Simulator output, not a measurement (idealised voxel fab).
Herein follows the process module entitled voxel gate over fins.
We display cut, a cross-section 230 nm in width whose square cells are each 5 nm.
Reading order for cross-sections: top band down to bottom band. Underlying form: a grid of square cells. Band size: one or more rows of cells. Per band: top height and bottom height in nm, followed by the left-to-right materials and their widths in nm; "throughout" marks a single material spanning edge to edge, "blank" marks empty space. Beneath 0, the wafer as received is one material, and that level is where height counting begins. The lowest band goes on downward without a bottom; it is written like "0 down". Quick explanation for "30->40": the width changes in equal steps down the rows of cells, from the first number in the band's top row to the second number in its bottom row. Where a step carries "changes: none", the cross-section came out of it unchanged, cell for cell. If an empty space has no open way to the top and is at least 8 cells in size, "Enclosed internal voids" lists it, written width x height at distance, where distance is measured from the left edge and every value is in nm. Post-settings text on a step line: simulator's own remark regarding the step. What "overlay nm" on a step's line means: if the step has a mask, that mask lay this far to the right of its planned place, or, when the value is negative, to the left. Before/after cross-section pairs, one process step each; after shown to lowest changed band; step and settings beneath. Pairs may be from different runs of this module on the same starting wafer; a pair continues from the one above only where its "Snapshot before" entry says so.

# Snapshot before
  0 down | Si throughout
  Enclosed internal voids: none

# Section, Post-Step
  5 to 0 | SiN throughout
  Unchanged below 0.
  Enclosed internal voids: none
Process step bridging the above cross-sections: CONFORMAL_DEP: material SiN, thk nm 5

Snapshot before: look at the pair above, its after cross-section is where this step starts.

# Section, Post-Step
  25 to 5 | blank: 75  resist: 15  blank: 45  resist: 15  blank: 80
  Unchanged below 5.
  Enclosed internal voids: none
Process step bridging the above cross-sections: PATTERN: tone cover, mask id FINS, material resist, width nm 15, pitch nm 60, thk nm 20, overlay nm 0

Snapshot before: look at the pair above, its after cross-section is where this step starts.

# Section, Post-Step
  25 to 5 | blank: 75  resist: 15  blank: 45  resist: 15  blank: 80
  5 to 0 | blank: 75  SiN: 15  blank: 45  SiN: 15  blank: 80
  Unchanged below 0.
  Enclosed internal voids: none
Process step bridging the above cross-sections: DIRECTIONAL_ETCH: etch materials SiN, depth nm 5

Snapshot before: look at the pair above, its after cross-section is where this step starts.

# Section, Post-Step
  25 to 5 | blank: 75  resist: 15  blank: 45  resist: 15  blank: 80
  5 to 0 | blank: 75  SiN: 15  blank: 45  SiN: 15  blank: 80
  0 to -35 | blank: 75  Si: 15  blank: 45  Si: 15  blank: 80
  Unchanged below -35.
  Enclosed internal voids: none
Process step bridging the above cross-sections: DIRECTIONAL_ETCH: etch materials Si, depth nm 35

Snapshot before: look at the pair above, its after cross-section is where this step starts.

# Section, Post-Step
  5 to 0 | blank: 75  SiN: 15  blank: 45  SiN: 15  blank: 80
  Unchanged below 0.
  Enclosed internal voids: none
Process step bridging the above cross-sections: STRIP: etch materials resist

Snapshot before: look at the pair above, its after cross-section is where this step starts.

# Section, Post-Step
  5 to 0 | blank: 75  SiN: 15  blank: 45  SiN: 15  blank: 80
  0 to -35 | blank: 75  SiO2: 5  Si: 5  SiO2: 5  blank: 45  SiO2: 5  Si: 5  SiO2: 5  blank: 80
  -35 to -40 | SiO2: 80  Si: 5  SiO2: 55  Si: 5  SiO2: 85
  Unchanged below -40.
  Enclosed internal voids: none
Process step bridging the above cross-sections: OXIDIZE: depth nm 5

Snapshot before: look at the pair above, its after cross-section is where this step starts.

# Section, Post-Step
  20 to 5 | SiO2 throughout
  5 to 0 | SiO2: 75  SiN: 15  SiO2: 45  SiN: 15  SiO2: 80
  0 to -40 | SiO2: 80  Si: 5  SiO2: 55  Si: 5  SiO2: 85
  Unchanged below -40.
  Enclosed internal voids: none
Process step bridging the above cross-sections: FILL_DEP: material SiO2, thk nm 15

Snapshot before: look at the pair above, its after cross-section is where this step starts.

# Section, Post-Step
  5 to 0 | SiO2: 75  SiN: 15  SiO2: 45  SiN: 15  SiO2: 80
  Unchanged below 0.
  Enclosed internal voids: none
Process step bridging the above cross-sections: CMP: height nm 5

Snapshot before: look at the pair above, its after cross-section is where this step starts.

# Section, Post-Step
  25 to 5 | resist: 105  blank: 15  resist: 110
  Unchanged below 5.
  Enclosed internal voids: none
Process step bridging the above cross-sections: PATTERN: tone open, mask id RAIL, material resist, width nm 15, thk nm 20, overlay nm 0

Snapshot before: look at the pair above, its after cross-section is where this step starts.

# Section, Post-Step
  25 to 5 | resist: 105  blank: 15  resist: 110
  5 to 0 | SiO2: 75  SiN: 15  SiO2: 15  blank: 15  SiO2: 15  SiN: 15  SiO2: 80
  0 to -30 | SiO2: 80  Si: 5  SiO2: 20  blank: 15  SiO2: 20  Si: 5  SiO2: 85
  Unchanged below -30.
  Enclosed internal voids: none
Process step bridging the above cross-sections: DIRECTIONAL_ETCH: etch materials SiO2, depth nm 35

Snapshot before: look at the pair above, its after cross-section is where this step starts.

# Section, Post-Step
  5 to 0 | SiO2: 75  SiN: 15  SiO2: 15  blank: 15  SiO2: 15  SiN: 15  SiO2: 80
  Unchanged below 0.
  Enclosed internal voids: none
Process step bridging the above cross-sections: STRIP: etch materials resist

Snapshot before: look at the pair above, its after cross-section is where this step starts.

# Section, Post-Step
  10 to 5 | TiN: 110  blank: 5  TiN: 115
  5 to 0 | SiO2: 75  SiN: 15  SiO2: 15  TiN: 5  blank: 5  TiN: 5  SiO2: 15  SiN: 15  SiO2: 80
  0 to -25 | SiO2: 80  Si: 5  SiO2: 20  TiN: 5  blank: 5  TiN: 5  SiO2: 20  Si: 5  SiO2: 85
  -25 to -30 | SiO2: 80  Si: 5  SiO2: 20  TiN: 15  SiO2: 20  Si: 5  SiO2: 85
  Unchanged below -30.
  Enclosed internal voids: none
Process step bridging the above cross-sections: CONFORMAL_DEP: material TiN, thk nm 5

Snapshot before: look at the pair above, its after cross-section is where this step starts.

# Section, Post-Step
  20 to 10 | Ru throughout
  10 to 5 | TiN: 110  Ru: 5  TiN: 115
  5 to 0 | SiO2: 75  SiN: 15  SiO2: 15  TiN: 5  Ru: 5  TiN: 5  SiO2: 15  SiN: 15  SiO2: 80
  0 to -25 | SiO2: 80  Si: 5  SiO2: 20  TiN: 5  Ru: 5  TiN: 5  SiO2: 20  Si: 5  SiO2: 85
  Unchanged below -25.
  Enclosed internal voids: none
Process step bridging the above cross-sections: FILL_DEP: material Ru, thk nm 10

Snapshot before: look at the pair above, its after cross-section is where this step starts.

# Section, Post-Step
  5 to 0 | SiO2: 75  SiN: 15  SiO2: 15  TiN: 5  Ru: 5  TiN: 5  SiO2: 15  SiN: 15  SiO2: 80
  Unchanged below 0.
  Enclosed internal voids: none
Process step bridging the above cross-sections: CMP: height nm 5

Snapshot before: look at the pair above, its after cross-section is where this step starts.

# Section, Post-Step
  5 to 0 | SiO2: 75  SiN: 15  SiO2: 15  blank: 15  SiO2: 15  SiN: 15  SiO2: 80
  0 to -25 | SiO2: 80  Si: 5  SiO2: 20  blank: 15  SiO2: 20  Si: 5  SiO2: 85
  Unchanged below -25.
  Enclosed internal voids: none
Process step bridging the above cross-sections: SELECTIVE_ETCH: etch materials W Ru TiN, depth nm 30

Snapshot before: look at the pair above, its after cross-section is where this step starts.

# Section, Post-Step
  10 to 5 | SiO2 throughout
  5 to 0 | SiO2: 75  SiN: 15  SiO2: 45  SiN: 15  SiO2: 80
  0 to -25 | SiO2: 80  Si: 5  SiO2: 55  Si: 5  SiO2: 85
  Unchanged below -25.
  Enclosed internal voids: none
Process step bridging the above cross-sections: FILL_DEP: material SiO2, thk nm 5

Snapshot before: look at the pair above, its after cross-section is where this step starts.

# Section, Post-Step
  5 to 0 | SiO2: 75  SiN: 15  SiO2: 45  SiN: 15  SiO2: 80
  Unchanged below 0.
  Enclosed internal voids: none
Process step bridging the above cross-sections: CMP: height nm 5

Snapshot before: look at the pair above, its after cross-section is where this step starts.

# Section, Post-Step
  5 to 0 | blank: 75  SiN: 15  blank: 45  SiN: 15  blank: 80
  0 to -15 | blank: 80  Si: 5  blank: 55  Si: 5  blank: 85
  Unchanged below -15.
  Enclosed internal voids: none
Process step bridging the above cross-sections: SELECTIVE_ETCH: etch materials SiO2, depth nm 20

Snapshot before: look at the pair above, its after cross-section is where this step starts.

# Section, Post-Step
  0 to -15 | blank: 80  Si: 5  blank: 55  Si: 5  blank: 85
  Unchanged below -15.
  Enclosed internal voids: none
Process step bridging the above cross-sections: STRIP: etch materials SiN

Snapshot before: look at the pair above, its after cross-section is where this step starts.

# Section, Post-Step
  5 to 0 | blank: 75  HfO2: 15  blank: 45  HfO2: 15  blank: 80
  0 to -10 | blank: 75  HfO2: 5  Si: 5  HfO2: 5  blank: 45  HfO2: 5  Si: 5  HfO2: 5  blank: 80
  -10 to -15 | HfO2: 80  Si: 5  HfO2: 55  Si: 5  HfO2: 85
  Unchanged below -15.
  Enclosed internal voids: none
Process step bridging the above cross-sections: CONFORMAL_DEP: material HfO2, thk nm 5

Snapshot before: look at the pair above, its after cross-section is where this step starts.

# Section, Post-Step
  10 to 5 | blank: 70  TiN: 25  blank: 35  TiN: 25  blank: 75
  5 to 0 | blank: 70  TiN: 5  HfO2: 15  TiN: 5  blank: 35  TiN: 5  HfO2: 15  TiN: 5  blank: 75
  0 to -5 | blank: 70  TiN: 5  HfO2: 5  Si: 5  HfO2: 5  TiN: 5  blank: 35  TiN: 5  HfO2: 5  Si: 5  HfO2: 5  TiN: 5  blank: 75
  -5 to -10 | TiN: 75  HfO2: 5  Si: 5  HfO2: 5  TiN: 45  HfO2: 5  Si: 5  HfO2: 5  TiN: 80
  Unchanged below -10.
  Enclosed internal voids: none
Process step bridging the above cross-sections: CONFORMAL_DEP: material TiN, thk nm 5

Snapshot before: look at the pair above, its after cross-section is where this step starts.

# Section, Post-Step
  15 to 10 | blank: 65  TiAl: 35  blank: 25  TiAl: 35  blank: 70
  10 to 5 | blank: 65  TiAl: 5  TiN: 25  TiAl: 5  blank: 25  TiAl: 5  TiN: 25  TiAl: 5  blank: 70
  5 to 0 | blank: 65  TiAl: 5  TiN: 5  HfO2: 15  TiN: 5  TiAl: 5  blank: 25  TiAl: 5  TiN: 5  HfO2: 15  TiN: 5  TiAl: 5  blank: 70
  0 to -5 | TiAl: 70  TiN: 5  HfO2: 5  Si: 5  HfO2: 5  TiN: 5  TiAl: 35  TiN: 5  HfO2: 5  Si: 5  HfO2: 5  TiN: 5  TiAl: 75
  Unchanged below -5.
  Enclosed internal voids: none
Process step bridging the above cross-sections: CONFORMAL_DEP: material TiAl, thk nm 5

Snapshot before: look at the pair above, its after cross-section is where this step starts.

# Section, Post-Step
  20 to 15 | blank: 60  TiN: 45  blank: 15  TiN: 45  blank: 65
  15 to 10 | blank: 60  TiN: 5  TiAl: 35  TiN: 5  blank: 15  TiN: 5  TiAl: 35  TiN: 5  blank: 65
  10 to 5 | blank: 60  TiN: 5  TiAl: 5  TiN: 25  TiAl: 5  TiN: 5  blank: 15  TiN: 5  TiAl: 5  TiN: 25  TiAl: 5  TiN: 5  blank: 65
  5 to 0 | TiN: 65  TiAl: 5  TiN: 5  HfO2: 15  TiN: 5  TiAl: 5  TiN: 25  TiAl: 5  TiN: 5  HfO2: 15  TiN: 5  TiAl: 5  TiN: 70
  Unchanged below 0.
  Enclosed internal voids: none
Process step bridging the above cross-sections: CONFORMAL_DEP: material TiN, thk nm 5

Snapshot before: look at the pair above, its after cross-section is where this step starts.

# Section, Post-Step
  35 to 20 | W throughout
  20 to 15 | W: 60  TiN: 45  W: 15  TiN: 45  W: 65
  15 to 10 | W: 60  TiN: 5  TiAl: 35  TiN: 5  W: 15  TiN: 5  TiAl: 35  TiN: 5  W: 65
  10 to 5 | W: 60  TiN: 5  TiAl: 5  TiN: 25  TiAl: 5  TiN: 5  W: 15  TiN: 5  TiAl: 5  TiN: 25  TiAl: 5  TiN: 5  W: 65
  Unchanged below 5.
  Enclosed internal voids: none
Process step bridging the above cross-sections: FILL_DEP: material W, thk nm 15

Snapshot before: look at the pair above, its after cross-section is where this step starts.

# Section, Post-Step
  30 to 20 | W throughout
  Unchanged below 20.
  Enclosed internal voids: none
Process step bridging the above cross-sections: CMP: height nm 30

Snapshot before: look at the pair above, its after cross-section is where this step starts.

# Section, Post-Step
  40 to 30 | SiN throughout
  Unchanged below 30.
  Enclosed internal voids: none
Process step bridging the above cross-sections: CONFORMAL_DEP: material SiN, thk nm 10

# Snapshot before
  20 to 10 | Ru throughout
  10 to 5 | TiN: 110  Ru: 5  TiN: 115
  5 to 0 | SiO2: 75  SiN: 15  SiO2: 15  TiN: 5  Ru: 5  TiN: 5  SiO2: 15  SiN: 15  SiO2: 80
  0 to -25 | SiO2: 80  Si: 5  SiO2: 20  TiN: 5  Ru: 5  TiN: 5  SiO2: 20  Si: 5  SiO2: 85
  -25 to -30 | SiO2: 80  Si: 5  SiO2: 20  TiN: 15  SiO2: 20  Si: 5  SiO2: 85
  -30 to -40 | SiO2: 80  Si: 5  SiO2: 55  Si: 5  SiO2: 85
  -40 down | Si throughout
  Enclosed internal voids: none

# Section, Post-Step
  5 to 0 | SiO2: 75  SiN: 15  SiO2: 15  blank: 15  SiO2: 15  SiN: 15  SiO2: 80
  0 to -10 | SiO2: 80  Si: 5  SiO2: 20  blank: 15  SiO2: 20  Si: 5  SiO2: 85
  Unchanged below -10.
  Enclosed internal voids: none
Process step bridging the above cross-sections: SELECTIVE_ETCH: etch materials W Ru TiN, depth nm 30

Snapshot before: look at the pair above, its after cross-section is where this step starts.

# Section, Post-Step
  10 to 5 | SiO2 throughout
  5 to 0 | SiO2: 75  SiN: 15  SiO2: 45  SiN: 15  SiO2: 80
  0 to -10 | SiO2: 80  Si: 5  SiO2: 55  Si: 5  SiO2: 85
  Unchanged below -10.
  Enclosed internal voids: none
Process step bridging the above cross-sections: FILL_DEP: material SiO2, thk nm 5

Snapshot before: look at the pair above, its after cross-section is where this step starts.

# Section, Post-Step
  5 to 0 | SiO2: 75  SiN: 15  SiO2: 45  SiN: 15  SiO2: 80
  Unchanged below 0.
  Enclosed internal voids: none
Process step bridging the above cross-sections: CMP: height nm 5

Snapshot before: look at the pair above, its after cross-section is where this step starts.

# Section, Post-Step
  5 to 0 | blank: 75  SiN: 15  blank: 45  SiN: 15  blank: 80
  0 to -10 | blank: 80  Si: 5  blank: 55  Si: 5  blank: 85
  -10 to -15 | blank: 80  Si: 5  blank: 20  TiN: 5  Ru: 5  TiN: 5  blank: 20  Si: 5  blank: 85
  Unchanged below -15.
  Enclosed internal voids: none
Process step bridging the above cross-sections: SELECTIVE_ETCH: etch materials SiO2, depth nm 20

Snapshot before: look at the pair above, its after cross-section is where this step starts.

# Section, Post-Step
  0 to -10 | blank: 80  Si: 5  blank: 55  Si: 5  blank: 85
  Unchanged below -10.
  Enclosed internal voids: none
Process step bridging the above cross-sections: STRIP: etch materials SiN

Snapshot before: look at the pair above, its after cross-section is where this step starts.

# Section, Post-Step
  5 to 0 | blank: 75  HfO2: 15  blank: 45  HfO2: 15  blank: 80
  0 to -5 | blank: 75  HfO2: 5  Si: 5  HfO2: 5  blank: 45  HfO2: 5  Si: 5  HfO2: 5  blank: 80
  -5 to -10 | blank: 75  HfO2: 5  Si: 5  HfO2: 5  blank: 10  HfO2: 25  blank: 10  HfO2: 5  Si: 5  HfO2: 5  blank: 80
  -10 to -15 | HfO2: 80  Si: 5  HfO2: 20  TiN: 5  Ru: 5  TiN: 5  HfO2: 20  Si: 5  HfO2: 85
  Unchanged below -15.
  Enclosed internal voids: none
Process step bridging the above cross-sections: CONFORMAL_DEP: material HfO2, thk nm 5

Snapshot before: look at the pair above, its after cross-section is where this step starts.

# Section, Post-Step
  10 to 5 | blank: 70  TiN: 25  blank: 35  TiN: 25  blank: 75
  5 to 0 | blank: 70  TiN: 5  HfO2: 15  TiN: 5  blank: 35  TiN: 5  HfO2: 15  TiN: 5  blank: 75
  0 to -5 | blank: 70  TiN: 5  HfO2: 5  Si: 5  HfO2: 5  TiN: 45  HfO2: 5  Si: 5  HfO2: 5  TiN: 5  blank: 75
  -5 to -10 | TiN: 75  HfO2: 5  Si: 5  HfO2: 5  TiN: 10  HfO2: 25  TiN: 10  HfO2: 5  Si: 5  HfO2: 5  TiN: 80
  Unchanged below -10.
  Enclosed internal voids: none
Process step bridging the above cross-sections: CONFORMAL_DEP: material TiN, thk nm 5

Snapshot before: look at the pair above, its after cross-section is where this step starts.

# Section, Post-Step
  15 to 10 | blank: 65  TiAl: 35  blank: 25  TiAl: 35  blank: 70
  10 to 5 | blank: 65  TiAl: 5  TiN: 25  TiAl: 5  blank: 25  TiAl: 5  TiN: 25  TiAl: 5  blank: 70
  5 to 0 | blank: 65  TiAl: 5  TiN: 5  HfO2: 15  TiN: 5  TiAl: 35  TiN: 5  HfO2: 15  TiN: 5  TiAl: 5  blank: 70
  0 to -5 | TiAl: 70  TiN: 5  HfO2: 5  Si: 5  HfO2: 5  TiN: 45  HfO2: 5  Si: 5  HfO2: 5  TiN: 5  TiAl: 75
  Unchanged below -5.
  Enclosed internal voids: none
Process step bridging the above cross-sections: CONFORMAL_DEP: material TiAl, thk nm 5

Snapshot before: look at the pair above, its after cross-section is where this step starts.

# Section, Post-Step
  20 to 15 | blank: 60  TiN: 45  blank: 15  TiN: 45  blank: 65
  15 to 10 | blank: 60  TiN: 5  TiAl: 35  TiN: 5  blank: 15  TiN: 5  TiAl: 35  TiN: 5  blank: 65
  10 to 5 | blank: 60  TiN: 5  TiAl: 5  TiN: 25  TiAl: 5  TiN: 25  TiAl: 5  TiN: 25  TiAl: 5  TiN: 5  blank: 65
  5 to 0 | TiN: 65  TiAl: 5  TiN: 5  HfO2: 15  TiN: 5  TiAl: 35  TiN: 5  HfO2: 15  TiN: 5  TiAl: 5  TiN: 70
  Unchanged below 0.
  Enclosed internal voids: none
Process step bridging the above cross-sections: CONFORMAL_DEP: material TiN, thk nm 5

Snapshot before: look at the pair above, its after cross-section is where this step starts.

# Section, Post-Step
  35 to 20 | W throughout
  20 to 15 | W: 60  TiN: 45  W: 15  TiN: 45  W: 65
  15 to 10 | W: 60  TiN: 5  TiAl: 35  TiN: 5  W: 15  TiN: 5  TiAl: 35  TiN: 5  W: 65
  10 to 5 | W: 60  TiN: 5  TiAl: 5  TiN: 25  TiAl: 5  TiN: 25  TiAl: 5  TiN: 25  TiAl: 5  TiN: 5  W: 65
  Unchanged below 5.
  Enclosed internal voids: none
Process step bridging the above cross-sections: FILL_DEP: material W, thk nm 15

Snapshot before: look at the pair above, its after cross-section is where this step starts.

# Section, Post-Step
  30 to 20 | W throughout
  Unchanged below 20.
  Enclosed internal voids: none
Process step bridging the above cross-sections: CMP: height nm 30

Snapshot before: look at the pair above, its after cross-section is where this step starts.

# Section, Post-Step
  40 to 30 | SiN throughout
  Unchanged below 30.
  Enclosed internal voids: none
Process step bridging the above cross-sections: CONFORMAL_DEP: material SiN, thk nm 10

# Snapshot before
  5 to 0 | blank: 75  SiN: 15  blank: 45  SiN: 15  blank: 80
  0 to -15 | blank: 80  Si: 5  blank: 55  Si: 5  blank: 85
  -15 to -25 | SiO2: 80  Si: 5  SiO2: 55  Si: 5  SiO2: 85
  -25 to -30 | SiO2: 80  Si: 5  SiO2: 20  TiN: 15  SiO2: 20  Si: 5  SiO2: 85
  -30 to -40 | SiO2: 80  Si: 5  SiO2: 55  Si: 5  SiO2: 85
  -40 down | Si throughout
  Enclosed internal voids: none

# Section, Post-Step
  5 to 0 | blank: 75  SiN: 15  blank: 45  SiN: 15  blank: 80
  0 to -25 | blank: 80  Si: 5  blank: 55  Si: 5  blank: 85
  -25 to -30 | blank: 80  Si: 5  blank: 20  TiN: 15  blank: 20  Si: 5  blank: 85
  -30 to -35 | blank: 80  Si: 5  blank: 25  SiO2: 5  blank: 25  Si: 5  blank: 85
  Unchanged below -35.
  Enclosed internal voids: none
Process step bridging the above cross-sections: SELECTIVE_ETCH: etch materials SiO2, depth nm 20

Snapshot before: look at the pair above, its after cross-section is where this step starts.

# Section, Post-Step
  0 to -25 | blank: 80  Si: 5  blank: 55  Si: 5  blank: 85
  Unchanged below -25.
  Enclosed internal voids: none
Process step bridging the above cross-sections: STRIP: etch materials SiN

Snapshot before: look at the pair above, its after cross-section is where this step starts.

# Section, Post-Step
  5 to 0 | blank: 75  HfO2: 15  blank: 45  HfO2: 15  blank: 80
  0 to -20 | blank: 75  HfO2: 5  Si: 5  HfO2: 5  blank: 45  HfO2: 5  Si: 5  HfO2: 5  blank: 80
  -20 to -25 | blank: 75  HfO2: 5  Si: 5  HfO2: 5  blank: 10  HfO2: 25  blank: 10  HfO2: 5  Si: 5  HfO2: 5  blank: 80
  -25 to -30 | blank: 75  HfO2: 5  Si: 5  HfO2: 5  blank: 10  HfO2: 5  TiN: 15  HfO2: 5  blank: 10  HfO2: 5  Si: 5  HfO2: 5  blank: 80
  -30 to -35 | HfO2: 80  Si: 5  HfO2: 25  SiO2: 5  HfO2: 25  Si: 5  HfO2: 85
  Unchanged below -35.
  Enclosed internal voids: none
Process step bridging the above cross-sections: CONFORMAL_DEP: material HfO2, thk nm 5

Snapshot before: look at the pair above, its after cross-section is where this step starts.

# Section, Post-Step
  10 to 5 | blank: 70  TiN: 25  blank: 35  TiN: 25  blank: 75
  5 to 0 | blank: 70  TiN: 5  HfO2: 15  TiN: 5  blank: 35  TiN: 5  HfO2: 15  TiN: 5  blank: 75
  0 to -15 | blank: 70  TiN: 5  HfO2: 5  Si: 5  HfO2: 5  TiN: 5  blank: 35  TiN: 5  HfO2: 5  Si: 5  HfO2: 5  TiN: 5  blank: 75
  -15 to -20 | blank: 70  TiN: 5  HfO2: 5  Si: 5  HfO2: 5  TiN: 45  HfO2: 5  Si: 5  HfO2: 5  TiN: 5  blank: 75
  -20 to -25 | blank: 70  TiN: 5  HfO2: 5  Si: 5  HfO2: 5  TiN: 10  HfO2: 25  TiN: 10  HfO2: 5  Si: 5  HfO2: 5  TiN: 5  blank: 75
  -25 to -30 | TiN: 75  HfO2: 5  Si: 5  HfO2: 5  TiN: 10  HfO2: 5  TiN: 15  HfO2: 5  TiN: 10  HfO2: 5  Si: 5  HfO2: 5  TiN: 80
  Unchanged below -30.
  Enclosed internal voids: none
Process step bridging the above cross-sections: CONFORMAL_DEP: material TiN, thk nm 5

Snapshot before: look at the pair above, its after cross-section is where this step starts.

# Section, Post-Step
  15 to 10 | blank: 65  TiAl: 35  blank: 25  TiAl: 35  blank: 70
  10 to 5 | blank: 65  TiAl: 5  TiN: 25  TiAl: 5  blank: 25  TiAl: 5  TiN: 25  TiAl: 5  blank: 70
  5 to 0 | blank: 65  TiAl: 5  TiN: 5  HfO2: 15  TiN: 5  TiAl: 5  blank: 25  TiAl: 5  TiN: 5  HfO2: 15  TiN: 5  TiAl: 5  blank: 70
  0 to -10 | blank: 65  TiAl: 5  TiN: 5  HfO2: 5  Si: 5  HfO2: 5  TiN: 5  TiAl: 5  blank: 25  TiAl: 5  TiN: 5  HfO2: 5  Si: 5  HfO2: 5  TiN: 5  TiAl: 5  blank: 70
  -10 to -15 | blank: 65  TiAl: 5  TiN: 5  HfO2: 5  Si: 5  HfO2: 5  TiN: 5  TiAl: 35  TiN: 5  HfO2: 5  Si: 5  HfO2: 5  TiN: 5  TiAl: 5  blank: 70
  -15 to -20 | blank: 65  TiAl: 5  TiN: 5  HfO2: 5  Si: 5  HfO2: 5  TiN: 45  HfO2: 5  Si: 5  HfO2: 5  TiN: 5  TiAl: 5  blank: 70
  -20 to -25 | TiAl: 70  TiN: 5  HfO2: 5  Si: 5  HfO2: 5  TiN: 10  HfO2: 25  TiN: 10  HfO2: 5  Si: 5  HfO2: 5  TiN: 5  TiAl: 75
  Unchanged below -25.
  Enclosed internal voids: none
Process step bridging the above cross-sections: CONFORMAL_DEP: material TiAl, thk nm 5

Snapshot before: look at the pair above, its after cross-section is where this step starts.

# Section, Post-Step
  20 to 15 | blank: 60  TiN: 45  blank: 15  TiN: 45  blank: 65
  15 to 10 | blank: 60  TiN: 5  TiAl: 35  TiN: 5  blank: 15  TiN: 5  TiAl: 35  TiN: 5  blank: 65
  10 to 5 | blank: 60  TiN: 5  TiAl: 5  TiN: 25  TiAl: 5  TiN: 5  blank: 15  TiN: 5  TiAl: 5  TiN: 25  TiAl: 5  TiN: 5  blank: 65
  5 to 0 | blank: 60  TiN: 5  TiAl: 5  TiN: 5  HfO2: 15  TiN: 5  TiAl: 5  TiN: 5  blank: 15  TiN: 5  TiAl: 5  TiN: 5  HfO2: 15  TiN: 5  TiAl: 5  TiN: 5  blank: 65
  0 to -5 | blank: 60  TiN: 5  TiAl: 5  TiN: 5  HfO2: 5  Si: 5  HfO2: 5  TiN: 5  TiAl: 5  TiN: 5  blank: 15  TiN: 5  TiAl: 5  TiN: 5  HfO2: 5  Si: 5  HfO2: 5  TiN: 5  TiAl: 5  TiN: 5  blank: 65
  -5 to -10 | blank: 60  TiN: 5  TiAl: 5  TiN: 5  HfO2: 5  Si: 5  HfO2: 5  TiN: 5  TiAl: 5  TiN: 25  TiAl: 5  TiN: 5  HfO2: 5  Si: 5  HfO2: 5  TiN: 5  TiAl: 5  TiN: 5  blank: 65
  -10 to -15 | blank: 60  TiN: 5  TiAl: 5  TiN: 5  HfO2: 5  Si: 5  HfO2: 5  TiN: 5  TiAl: 35  TiN: 5  HfO2: 5  Si: 5  HfO2: 5  TiN: 5  TiAl: 5  TiN: 5  blank: 65
  -15 to -20 | TiN: 65  TiAl: 5  TiN: 5  HfO2: 5  Si: 5  HfO2: 5  TiN: 45  HfO2: 5  Si: 5  HfO2: 5  TiN: 5  TiAl: 5  TiN: 70
  Unchanged below -20.
  Enclosed internal voids: none
Process step bridging the above cross-sections: CONFORMAL_DEP: material TiN, thk nm 5

Snapshot before: look at the pair above, its after cross-section is where this step starts.

# Section, Post-Step
  35 to 20 | W throughout
  20 to 15 | W: 60  TiN: 45  W: 15  TiN: 45  W: 65
  15 to 10 | W: 60  TiN: 5  TiAl: 35  TiN: 5  W: 15  TiN: 5  TiAl: 35  TiN: 5  W: 65
  10 to 5 | W: 60  TiN: 5  TiAl: 5  TiN: 25  TiAl: 5  TiN: 5  W: 15  TiN: 5  TiAl: 5  TiN: 25  TiAl: 5  TiN: 5  W: 65
  5 to 0 | W: 60  TiN: 5  TiAl: 5  TiN: 5  HfO2: 15  TiN: 5  TiAl: 5  TiN: 5  W: 15  TiN: 5  TiAl: 5  TiN: 5  HfO2: 15  TiN: 5  TiAl: 5  TiN: 5  W: 65
  0 to -5 | W: 60  TiN: 5  TiAl: 5  TiN: 5  HfO2: 5  Si: 5  HfO2: 5  TiN: 5  TiAl: 5  TiN: 5  W: 15  TiN: 5  TiAl: 5  TiN: 5  HfO2: 5  Si: 5  HfO2: 5  TiN: 5  TiAl: 5  TiN: 5  W: 65
  -5 to -10 | W: 60  TiN: 5  TiAl: 5  TiN: 5  HfO2: 5  Si: 5  HfO2: 5  TiN: 5  TiAl: 5  TiN: 25  TiAl: 5  TiN: 5  HfO2: 5  Si: 5  HfO2: 5  TiN: 5  TiAl: 5  TiN: 5  W: 65
  -10 to -15 | W: 60  TiN: 5  TiAl: 5  TiN: 5  HfO2: 5  Si: 5  HfO2: 5  TiN: 5  TiAl: 35  TiN: 5  HfO2: 5  Si: 5  HfO2: 5  TiN: 5  TiAl: 5  TiN: 5  W: 65
  Unchanged below -15.
  Enclosed internal voids: none
Process step bridging the above cross-sections: FILL_DEP: material W, thk nm 15

Snapshot before: look at the pair above, its after cross-section is where this step starts.

# Section, Post-Step
  30 to 20 | W throughout
  Unchanged below 20.
  Enclosed internal voids: none
Process step bridging the above cross-sections: CMP: height nm 30

Snapshot before: look at the pair above, its after cross-section is where this step starts.

# Section, Post-Step
  40 to 30 | SiN throughout
  Unchanged below 30.
  Enclosed internal voids: none
Process step bridging the above cross-sections: CONFORMAL_DEP: material SiN, thk nm 10

# Snapshot before
  5 to 0 | SiO2: 75  SiN: 15  SiO2: 45  SiN: 15  SiO2: 80
  0 to -25 | SiO2: 80  Si: 5  SiO2: 55  Si: 5  SiO2: 85
  -25 to -30 | SiO2: 80  Si: 5  SiO2: 20  TiN: 15  SiO2: 20  Si: 5  SiO2: 85
  -30 to -40 | SiO2: 80  Si: 5  SiO2: 55  Si: 5  SiO2: 85
  -40 down | Si throughout
  Enclosed internal voids: none

# Section, Post-Step
  5 to 0 | SiO2: 75  blank: 15  SiO2: 45  blank: 15  SiO2: 80
  Unchanged below 0.
  Enclosed internal voids: none
Process step bridging the above cross-sections: STRIP: etch materials SiN

Snapshot before: look at the pair above, its after cross-section is where this step starts.

# Section, Post-Step
  0 to -15 | blank: 80  Si: 5  blank: 55  Si: 5  blank: 85
  -15 to -20 | SiO2: 55  blank: 25  Si: 5  blank: 25  SiO2: 5  blank: 25  Si: 5  blank: 25  SiO2: 60
  Unchanged below -20.
  Enclosed internal voids: none
Process step bridging the above cross-sections: SELECTIVE_ETCH: etch materials SiO2, depth nm 20

Snapshot before: look at the pair above, its after cross-section is where this step starts.

# Section, Post-Step
  5 to 0 | blank: 75  HfO2: 15  blank: 45  HfO2: 15  blank: 80
  0 to -10 | blank: 75  HfO2: 5  Si: 5  HfO2: 5  blank: 45  HfO2: 5  Si: 5  HfO2: 5  blank: 80
  -10 to -15 | HfO2: 60  blank: 15  HfO2: 5  Si: 5  HfO2: 5  blank: 15  HfO2: 15  blank: 15  HfO2: 5  Si: 5  HfO2: 5  blank: 15  HfO2: 65
  -15 to -20 | SiO2: 55  HfO2: 25  Si: 5  HfO2: 25  SiO2: 5  HfO2: 25  Si: 5  HfO2: 25  SiO2: 60
  Unchanged below -20.
  Enclosed internal voids: none
Process step bridging the above cross-sections: CONFORMAL_DEP: material HfO2, thk nm 5
